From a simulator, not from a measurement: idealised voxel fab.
Proc. module: voxel wiring stack
Cross-sectional view cut (width: 240 nm; square cell size: 5 nm).
Cross-section spec: square-cell grid; bands listed top down; each band is one or more rows.
The entry gives the band's vertical extent as a top height and a bottom height in nm, then its horizontal make-up as materials from left to right, each with a width in nm. "air" stands for empty space; a single material marked "everywhere" fills the band edge to edge.
Height is counted from the level 0, under which the received wafer is composed throughout of one material. The lowest of the bands is not closed at the bottom but continues downward, in the notation "0 down".
The two numbers in a width such as "30->40" mark its ends across the band: the first belongs to the top row of cells, the second to the bottom row, and from each row to the next the width moves by the same amount.
For the purposes of this document, the phrase "changes: none" attached to a step denotes that no cell within the cross-section was modified by that step.
Entry "Closed voids list" = empty spaces >= 8 cells with no open way to the top; each as width x height at distance, distance from left edge, all nm.
The remark found on a step's line after its settings is issued by the simulator itself and pertains to that step.
What "overlay nm" on a step's line means: if the step has a mask, that mask lay this far to the right of its planned place, or, when the value is negative, to the left.

## plan
1. op RECEIVE | material Si
2. op CONFORMAL_DEP | material SiO2 | thk nm 15
3. op CONFORMAL_DEP | material SiCN | thk nm 5
4. op DIRECTIONAL_DEP | material lowk | thk nm 20
5. op PATTERN | tone open | mask id METAL_1 | material resist | width nm 20 | pitch nm 45 | thk nm 15 | overlay nm 0
6. op DIRECTIONAL_ETCH | etch materials lowk | depth nm 20
7. op DIRECTIONAL_ETCH | etch materials SiCN | depth nm 5
8. op STRIP | etch materials resist
9. op CONFORMAL_DEP | material TiN | thk nm 5
10. op FILL_DEP | material Cu | thk nm 10
11. op CMP | height nm 40
12. op EPI | material Ru | thk nm 5
13. op FILL_DEP | material SiCN | thk nm 5
14. op DIRECTIONAL_DEP | material SiO2 | thk nm 25
15. op MASKED_ETCH | tone open | mask id METAL_2 | width nm 20 | pitch nm 45 | etch materials SiO2 | depth nm 15 | overlay nm 0
16. op PATTERN | tone open | mask id METAL_2_HOLES | material resist | width nm 15 | pitch nm 45 | thk nm 20 | overlay nm 0
17. op DIRECTIONAL_ETCH | etch materials SiO2 | depth nm 10
18. op DIRECTIONAL_ETCH | etch materials SiCN | depth nm 5
19. op STRIP | etch materials resist
20. op CONFORMAL_DEP | material TiN | thk nm 5
21. op FILL_DEP | material Cu | thk nm 10
22. op CMP | height nm 75
23. op CONFORMAL_DEP | material SiCN | thk nm 5
24. op DIRECTIONAL_DEP | material SiO2 | thk nm 30
25. op PATTERN | tone open | mask id METAL_3 | material resist | width nm 20 | pitch nm 45 | thk nm 20 | overlay nm 0
26. op DIRECTIONAL_ETCH | etch materials SiO2 | depth nm 20
27. op STRIP | etch materials resist
28. op MASKED_ETCH | tone open | mask id METAL_3_HOLES | width nm 15 | pitch nm 45 | etch materials SiO2 | depth nm 10 | overlay nm 0
29. op MASKED_ETCH | tone open | mask id METAL_3_HOLES | width nm 15 | pitch nm 45 | etch materials SiCN | depth nm 5 | overlay nm 0
30. op CONFORMAL_DEP | material TiN | thk nm 5
31. op FILL_DEP | material Cu | thk nm 10
32. op CMP | height nm 110
33. op CONFORMAL_DEP | material SiCN | thk nm 5

## First of two wafers, processed according to plan

## Cross-sectional view of the wafer in its as-received condition, corresponding to the state after step 1
- 0 down = Si everywhere
- Closed voids list: none

## Cross-section of the wafer after step 2
- 15 to 0 = SiO2 everywhere
- Lower than 0, everything is as it was.

## Cross-section of the wafer after step 3
- 20 to 15 = SiCN everywhere
- Lower than 15, everything is as it was.

## Cross-section of the wafer after step 4
- 40 to 20 = lowk everywhere
- Lower than 20, everything is as it was.

## Cross-section of the wafer after step 5
- 55 to 40 = 65 resist  20 air  25 resist  20 air  25 resist  20 air  65 resist
- Lower than 40, everything is as it was.

## Cross-section of the wafer after step 6
- 55 to 40 = 65 resist  20 air  25 resist  20 air  25 resist  20 air  65 resist
- 40 to 20 = 65 lowk  20 air  25 lowk  20 air  25 lowk  20 air  65 lowk
- Lower than 20, everything is as it was.

## Cross-section of the wafer after step 7
- 55 to 40 = 65 resist  20 air  25 resist  20 air  25 resist  20 air  65 resist
- 40 to 20 = 65 lowk  20 air  25 lowk  20 air  25 lowk  20 air  65 lowk
- 20 to 15 = 65 SiCN  20 air  25 SiCN  20 air  25 SiCN  20 air  65 SiCN
- Lower than 15, everything is as it was.

## Cross-section of the wafer after step 8
- 40 to 20 = 65 lowk  20 air  25 lowk  20 air  25 lowk  20 air  65 lowk
- Lower than 20, everything is as it was.

## Cross-section of the wafer after step 9
- 45 to 40 = 70 TiN  10 air  35 TiN  10 air  35 TiN  10 air  70 TiN
- 40 to 20 = 65 lowk  5 TiN  10 air  5 TiN  25 lowk  5 TiN  10 air  5 TiN  25 lowk  5 TiN  10 air  5 TiN  65 lowk
- 20 to 15 = 65 SiCN  20 TiN  25 SiCN  20 TiN  25 SiCN  20 TiN  65 SiCN
- Lower than 15, everything is as it was.

## Cross-section of the wafer after step 10
- 55 to 45 = Cu everywhere
- 45 to 40 = 70 TiN  10 Cu  35 TiN  10 Cu  35 TiN  10 Cu  70 TiN
- 40 to 20 = 65 lowk  5 TiN  10 Cu  5 TiN  25 lowk  5 TiN  10 Cu  5 TiN  25 lowk  5 TiN  10 Cu  5 TiN  65 lowk
- Lower than 20, everything is as it was.

## Cross-section of the wafer after step 11
- 40 to 20 = 65 lowk  5 TiN  10 Cu  5 TiN  25 lowk  5 TiN  10 Cu  5 TiN  25 lowk  5 TiN  10 Cu  5 TiN  65 lowk
- Lower than 20, everything is as it was.

## Cross-section of the wafer after step 12
- 45 to 40 = 60 air  30 Ru  15 air  30 Ru  15 air  30 Ru  60 air
- Lower than 40, everything is as it was.

## Cross-section of the wafer after step 13
- 50 to 45 = SiCN everywhere
- 45 to 40 = 60 SiCN  30 Ru  15 SiCN  30 Ru  15 SiCN  30 Ru  60 SiCN
- Lower than 40, everything is as it was.

## Cross-section of the wafer after step 14
- 75 to 50 = SiO2 everywhere
- Lower than 50, everything is as it was.

## Cross-section of the wafer after step 15
- 75 to 60 = 65 SiO2  20 air  25 SiO2  20 air  25 SiO2  20 air  65 SiO2
- Lower than 60, everything is as it was.

## Cross-section of the wafer after step 16
- 95 to 75 = 65 resist  15 air  30 resist  15 air  30 resist  15 air  70 resist
- 75 to 60 = 65 SiO2  15 air  5 resist  25 SiO2  15 air  5 resist  25 SiO2  15 air  5 resist  65 SiO2
- Lower than 60, everything is as it was.

## Cross-section of the wafer after step 17
- 95 to 75 = 65 resist  15 air  30 resist  15 air  30 resist  15 air  70 resist
- 75 to 60 = 65 SiO2  15 air  5 resist  25 SiO2  15 air  5 resist  25 SiO2  15 air  5 resist  65 SiO2
- 60 to 50 = 65 SiO2  15 air  30 SiO2  15 air  30 SiO2  15 air  70 SiO2
- Lower than 50, everything is as it was.

## Cross-section of the wafer after step 18
- 95 to 75 = 65 resist  15 air  30 resist  15 air  30 resist  15 air  70 resist
- 75 to 60 = 65 SiO2  15 air  5 resist  25 SiO2  15 air  5 resist  25 SiO2  15 air  5 resist  65 SiO2
- 60 to 50 = 65 SiO2  15 air  30 SiO2  15 air  30 SiO2  15 air  70 SiO2
- 50 to 45 = 65 SiCN  15 air  30 SiCN  15 air  30 SiCN  15 air  70 SiCN
- Lower than 45, everything is as it was.

## Cross-section of the wafer after step 19
- 75 to 60 = 65 SiO2  20 air  25 SiO2  20 air  25 SiO2  20 air  65 SiO2
- Lower than 60, everything is as it was.

## Cross-section of the wafer after step 20
- 80 to 75 = 70 TiN  10 air  35 TiN  10 air  35 TiN  10 air  70 TiN
- 75 to 65 = 65 SiO2  5 TiN  10 air  5 TiN  25 SiO2  5 TiN  10 air  5 TiN  25 SiO2  5 TiN  10 air  5 TiN  65 SiO2
- 65 to 60 = 65 SiO2  5 TiN  5 air  10 TiN  25 SiO2  5 TiN  5 air  10 TiN  25 SiO2  5 TiN  5 air  10 TiN  65 SiO2
- 60 to 50 = 65 SiO2  5 TiN  5 air  5 TiN  30 SiO2  5 TiN  5 air  5 TiN  30 SiO2  5 TiN  5 air  5 TiN  70 SiO2
- 50 to 45 = 65 SiCN  15 TiN  30 SiCN  15 TiN  30 SiCN  15 TiN  70 SiCN
- Lower than 45, everything is as it was.

## Cross-section of the wafer after step 21
- 90 to 80 = Cu everywhere
- 80 to 75 = 70 TiN  10 Cu  35 TiN  10 Cu  35 TiN  10 Cu  70 TiN
- 75 to 65 = 65 SiO2  5 TiN  10 Cu  5 TiN  25 SiO2  5 TiN  10 Cu  5 TiN  25 SiO2  5 TiN  10 Cu  5 TiN  65 SiO2
- 65 to 60 = 65 SiO2  5 TiN  5 Cu  10 TiN  25 SiO2  5 TiN  5 Cu  10 TiN  25 SiO2  5 TiN  5 Cu  10 TiN  65 SiO2
- 60 to 50 = 65 SiO2  5 TiN  5 Cu  5 TiN  30 SiO2  5 TiN  5 Cu  5 TiN  30 SiO2  5 TiN  5 Cu  5 TiN  70 SiO2
- Lower than 50, everything is as it was.

## Cross-section of the wafer after step 22
- 75 to 65 = 65 SiO2  5 TiN  10 Cu  5 TiN  25 SiO2  5 TiN  10 Cu  5 TiN  25 SiO2  5 TiN  10 Cu  5 TiN  65 SiO2
- Lower than 65, everything is as it was.

## Cross-section of the wafer after step 23
- 80 to 75 = SiCN everywhere
- Lower than 75, everything is as it was.

## Cross-section of the wafer after step 24
- 110 to 80 = SiO2 everywhere
- Lower than 80, everything is as it was.

## Cross-section of the wafer after step 25
- 130 to 110 = 65 resist  20 air  25 resist  20 air  25 resist  20 air  65 resist
- Lower than 110, everything is as it was.

## Cross-section of the wafer after step 26
- 130 to 110 = 65 resist  20 air  25 resist  20 air  25 resist  20 air  65 resist
- 110 to 90 = 65 SiO2  20 air  25 SiO2  20 air  25 SiO2  20 air  65 SiO2
- Lower than 90, everything is as it was.

## Cross-section of the wafer after step 27
- 110 to 90 = 65 SiO2  20 air  25 SiO2  20 air  25 SiO2  20 air  65 SiO2
- Lower than 90, everything is as it was.

## Cross-section of the wafer after step 28
- 110 to 90 = 65 SiO2  20 air  25 SiO2  20 air  25 SiO2  20 air  65 SiO2
- 90 to 80 = 65 SiO2  15 air  30 SiO2  15 air  30 SiO2  15 air  70 SiO2
- Lower than 80, everything is as it was.

## Cross-section of the wafer after step 29
- 110 to 90 = 65 SiO2  20 air  25 SiO2  20 air  25 SiO2  20 air  65 SiO2
- 90 to 80 = 65 SiO2  15 air  30 SiO2  15 air  30 SiO2  15 air  70 SiO2
- 80 to 75 = 65 SiCN  15 air  30 SiCN  15 air  30 SiCN  15 air  70 SiCN
- Lower than 75, everything is as it was.

## Cross-section of the wafer after step 30
- 115 to 110 = 70 TiN  10 air  35 TiN  10 air  35 TiN  10 air  70 TiN
- 110 to 95 = 65 SiO2  5 TiN  10 air  5 TiN  25 SiO2  5 TiN  10 air  5 TiN  25 SiO2  5 TiN  10 air  5 TiN  65 SiO2
- 95 to 90 = 65 SiO2  5 TiN  5 air  10 TiN  25 SiO2  5 TiN  5 air  10 TiN  25 SiO2  5 TiN  5 air  10 TiN  65 SiO2
- 90 to 80 = 65 SiO2  5 TiN  5 air  5 TiN  30 SiO2  5 TiN  5 air  5 TiN  30 SiO2  5 TiN  5 air  5 TiN  70 SiO2
- 80 to 75 = 65 SiCN  15 TiN  30 SiCN  15 TiN  30 SiCN  15 TiN  70 SiCN
- Lower than 75, everything is as it was.

## Cross-section of the wafer after step 31
- 125 to 115 = Cu everywhere
- 115 to 110 = 70 TiN  10 Cu  35 TiN  10 Cu  35 TiN  10 Cu  70 TiN
- 110 to 95 = 65 SiO2  5 TiN  10 Cu  5 TiN  25 SiO2  5 TiN  10 Cu  5 TiN  25 SiO2  5 TiN  10 Cu  5 TiN  65 SiO2
- 95 to 90 = 65 SiO2  5 TiN  5 Cu  10 TiN  25 SiO2  5 TiN  5 Cu  10 TiN  25 SiO2  5 TiN  5 Cu  10 TiN  65 SiO2
- 90 to 80 = 65 SiO2  5 TiN  5 Cu  5 TiN  30 SiO2  5 TiN  5 Cu  5 TiN  30 SiO2  5 TiN  5 Cu  5 TiN  70 SiO2
- Lower than 80, everything is as it was.

## Cross-section of the wafer after step 32
- 110 to 95 = 65 SiO2  5 TiN  10 Cu  5 TiN  25 SiO2  5 TiN  10 Cu  5 TiN  25 SiO2  5 TiN  10 Cu  5 TiN  65 SiO2
- Lower than 95, everything is as it was.

## Cross-section of the wafer after step 33
- 115 to 110 = SiCN everywhere
- Lower than 110, everything is as it was.

## Second wafer, same starting conditions and recipe as the first, one mistake in executing it, nothing differs from the first up to and including step 2

## Second wafer, cross-section, planned end of step 3
- 35 to 15 = lowk everywhere
- Lower than 15, everything is as it was.

## Second wafer, cross-section, planned end of step 4
- 40 to 35 = SiCN everywhere
- Lower than 35, everything is as it was.

## Second wafer, cross-section, planned end of step 5
- 55 to 40 = 65 resist  20 air  25 resist  20 air  25 resist  20 air  65 resist
- Lower than 40, everything is as it was.

Second wafer, cross-section, planned end of step 6: changes: none

## Second wafer, cross-section, planned end of step 7
- 55 to 40 = 65 resist  20 air  25 resist  20 air  25 resist  20 air  65 resist
- 40 to 35 = 65 SiCN  20 air  25 SiCN  20 air  25 SiCN  20 air  65 SiCN
- Lower than 35, everything is as it was.

## Second wafer, cross-section, planned end of step 8
- 40 to 35 = 65 SiCN  20 air  25 SiCN  20 air  25 SiCN  20 air  65 SiCN
- Lower than 35, everything is as it was.

## Second wafer, cross-section, planned end of step 9
- 45 to 40 = 70 TiN  10 air  35 TiN  10 air  35 TiN  10 air  70 TiN
- 40 to 35 = 65 SiCN  20 TiN  25 SiCN  20 TiN  25 SiCN  20 TiN  65 SiCN
- Lower than 35, everything is as it was.

## Second wafer, cross-section, planned end of step 10
- 55 to 45 = Cu everywhere
- 45 to 40 = 70 TiN  10 Cu  35 TiN  10 Cu  35 TiN  10 Cu  70 TiN
- Lower than 40, everything is as it was.

## Second wafer, cross-section, planned end of step 11
- 40 to 35 = 65 SiCN  20 TiN  25 SiCN  20 TiN  25 SiCN  20 TiN  65 SiCN
- Lower than 35, everything is as it was.

## Second wafer, cross-section, planned end of step 12
- 45 to 40 = 60 air  30 Ru  15 air  30 Ru  15 air  30 Ru  60 air
- Lower than 40, everything is as it was.

## Second wafer, cross-section, planned end of step 13
- 50 to 45 = SiCN everywhere
- 45 to 40 = 60 SiCN  30 Ru  15 SiCN  30 Ru  15 SiCN  30 Ru  60 SiCN
- Lower than 40, everything is as it was.

## Second wafer, cross-section, planned end of step 14
- 75 to 50 = SiO2 everywhere
- Lower than 50, everything is as it was.

## Second wafer, cross-section, planned end of step 15
- 75 to 60 = 65 SiO2  20 air  25 SiO2  20 air  25 SiO2  20 air  65 SiO2
- Lower than 60, everything is as it was.

## Second wafer, cross-section, planned end of step 16
- 95 to 75 = 65 resist  15 air  30 resist  15 air  30 resist  15 air  70 resist
- 75 to 60 = 65 SiO2  15 air  5 resist  25 SiO2  15 air  5 resist  25 SiO2  15 air  5 resist  65 SiO2
- Lower than 60, everything is as it was.

## Second wafer, cross-section, planned end of step 17
- 95 to 75 = 65 resist  15 air  30 resist  15 air  30 resist  15 air  70 resist
- 75 to 60 = 65 SiO2  15 air  5 resist  25 SiO2  15 air  5 resist  25 SiO2  15 air  5 resist  65 SiO2
- 60 to 50 = 65 SiO2  15 air  30 SiO2  15 air  30 SiO2  15 air  70 SiO2
- Lower than 50, everything is as it was.

## Second wafer, cross-section, planned end of step 18
- 95 to 75 = 65 resist  15 air  30 resist  15 air  30 resist  15 air  70 resist
- 75 to 60 = 65 SiO2  15 air  5 resist  25 SiO2  15 air  5 resist  25 SiO2  15 air  5 resist  65 SiO2
- 60 to 50 = 65 SiO2  15 air  30 SiO2  15 air  30 SiO2  15 air  70 SiO2
- 50 to 45 = 65 SiCN  15 air  30 SiCN  15 air  30 SiCN  15 air  70 SiCN
- Lower than 45, everything is as it was.

## Second wafer, cross-section, planned end of step 19
- 75 to 60 = 65 SiO2  20 air  25 SiO2  20 air  25 SiO2  20 air  65 SiO2
- Lower than 60, everything is as it was.

## Second wafer, cross-section, planned end of step 20
- 80 to 75 = 70 TiN  10 air  35 TiN  10 air  35 TiN  10 air  70 TiN
- 75 to 65 = 65 SiO2  5 TiN  10 air  5 TiN  25 SiO2  5 TiN  10 air  5 TiN  25 SiO2  5 TiN  10 air  5 TiN  65 SiO2
- 65 to 60 = 65 SiO2  5 TiN  5 air  10 TiN  25 SiO2  5 TiN  5 air  10 TiN  25 SiO2  5 TiN  5 air  10 TiN  65 SiO2
- 60 to 50 = 65 SiO2  5 TiN  5 air  5 TiN  30 SiO2  5 TiN  5 air  5 TiN  30 SiO2  5 TiN  5 air  5 TiN  70 SiO2
- 50 to 45 = 65 SiCN  15 TiN  30 SiCN  15 TiN  30 SiCN  15 TiN  70 SiCN
- Lower than 45, everything is as it was.

## Second wafer, cross-section, planned end of step 21
- 90 to 80 = Cu everywhere
- 80 to 75 = 70 TiN  10 Cu  35 TiN  10 Cu  35 TiN  10 Cu  70 TiN
- 75 to 65 = 65 SiO2  5 TiN  10 Cu  5 TiN  25 SiO2  5 TiN  10 Cu  5 TiN  25 SiO2  5 TiN  10 Cu  5 TiN  65 SiO2
- 65 to 60 = 65 SiO2  5 TiN  5 Cu  10 TiN  25 SiO2  5 TiN  5 Cu  10 TiN  25 SiO2  5 TiN  5 Cu  10 TiN  65 SiO2
- 60 to 50 = 65 SiO2  5 TiN  5 Cu  5 TiN  30 SiO2  5 TiN  5 Cu  5 TiN  30 SiO2  5 TiN  5 Cu  5 TiN  70 SiO2
- Lower than 50, everything is as it was.

## Second wafer, cross-section, planned end of step 22
- 75 to 65 = 65 SiO2  5 TiN  10 Cu  5 TiN  25 SiO2  5 TiN  10 Cu  5 TiN  25 SiO2  5 TiN  10 Cu  5 TiN  65 SiO2
- Lower than 65, everything is as it was.

## Second wafer, cross-section, planned end of step 23
- 80 to 75 = SiCN everywhere
- Lower than 75, everything is as it was.

## Second wafer, cross-section, planned end of step 24
- 110 to 80 = SiO2 everywhere
- Lower than 80, everything is as it was.

## Second wafer, cross-section, planned end of step 25
- 130 to 110 = 65 resist  20 air  25 resist  20 air  25 resist  20 air  65 resist
- Lower than 110, everything is as it was.

## Second wafer, cross-section, planned end of step 26
- 130 to 110 = 65 resist  20 air  25 resist  20 air  25 resist  20 air  65 resist
- 110 to 90 = 65 SiO2  20 air  25 SiO2  20 air  25 SiO2  20 air  65 SiO2
- Lower than 90, everything is as it was.

## Second wafer, cross-section, planned end of step 27
- 110 to 90 = 65 SiO2  20 air  25 SiO2  20 air  25 SiO2  20 air  65 SiO2
- Lower than 90, everything is as it was.

## Second wafer, cross-section, planned end of step 28
- 110 to 90 = 65 SiO2  20 air  25 SiO2  20 air  25 SiO2  20 air  65 SiO2
- 90 to 80 = 65 SiO2  15 air  30 SiO2  15 air  30 SiO2  15 air  70 SiO2
- Lower than 80, everything is as it was.

## Second wafer, cross-section, planned end of step 29
- 110 to 90 = 65 SiO2  20 air  25 SiO2  20 air  25 SiO2  20 air  65 SiO2
- 90 to 80 = 65 SiO2  15 air  30 SiO2  15 air  30 SiO2  15 air  70 SiO2
- 80 to 75 = 65 SiCN  15 air  30 SiCN  15 air  30 SiCN  15 air  70 SiCN
- Lower than 75, everything is as it was.

## Second wafer, cross-section, planned end of step 30
- 115 to 110 = 70 TiN  10 air  35 TiN  10 air  35 TiN  10 air  70 TiN
- 110 to 95 = 65 SiO2  5 TiN  10 air  5 TiN  25 SiO2  5 TiN  10 air  5 TiN  25 SiO2  5 TiN  10 air  5 TiN  65 SiO2
- 95 to 90 = 65 SiO2  5 TiN  5 air  10 TiN  25 SiO2  5 TiN  5 air  10 TiN  25 SiO2  5 TiN  5 air  10 TiN  65 SiO2
- 90 to 80 = 65 SiO2  5 TiN  5 air  5 TiN  30 SiO2  5 TiN  5 air  5 TiN  30 SiO2  5 TiN  5 air  5 TiN  70 SiO2
- 80 to 75 = 65 SiCN  15 TiN  30 SiCN  15 TiN  30 SiCN  15 TiN  70 SiCN
- Lower than 75, everything is as it was.

## Second wafer, cross-section, planned end of step 31
- 125 to 115 = Cu everywhere
- 115 to 110 = 70 TiN  10 Cu  35 TiN  10 Cu  35 TiN  10 Cu  70 TiN
- 110 to 95 = 65 SiO2  5 TiN  10 Cu  5 TiN  25 SiO2  5 TiN  10 Cu  5 TiN  25 SiO2  5 TiN  10 Cu  5 TiN  65 SiO2
- 95 to 90 = 65 SiO2  5 TiN  5 Cu  10 TiN  25 SiO2  5 TiN  5 Cu  10 TiN  25 SiO2  5 TiN  5 Cu  10 TiN  65 SiO2
- 90 to 80 = 65 SiO2  5 TiN  5 Cu  5 TiN  30 SiO2  5 TiN  5 Cu  5 TiN  30 SiO2  5 TiN  5 Cu  5 TiN  70 SiO2
- Lower than 80, everything is as it was.

## Second wafer, cross-section, planned end of step 32
- 110 to 95 = 65 SiO2  5 TiN  10 Cu  5 TiN  25 SiO2  5 TiN  10 Cu  5 TiN  25 SiO2  5 TiN  10 Cu  5 TiN  65 SiO2
- Lower than 95, everything is as it was.

## Second wafer, cross-section, planned end of step 33
- 115 to 110 = SiCN everywhere
- Lower than 110, everything is as it was.
Deviation from plan: steps 3 and 4 were swapped
In the final state, the cell counts of the second wafer exceed or fall short of those of the first for the following materials: 24 fewer of Cu; 24 fewer of TiN; 48 more of lowk
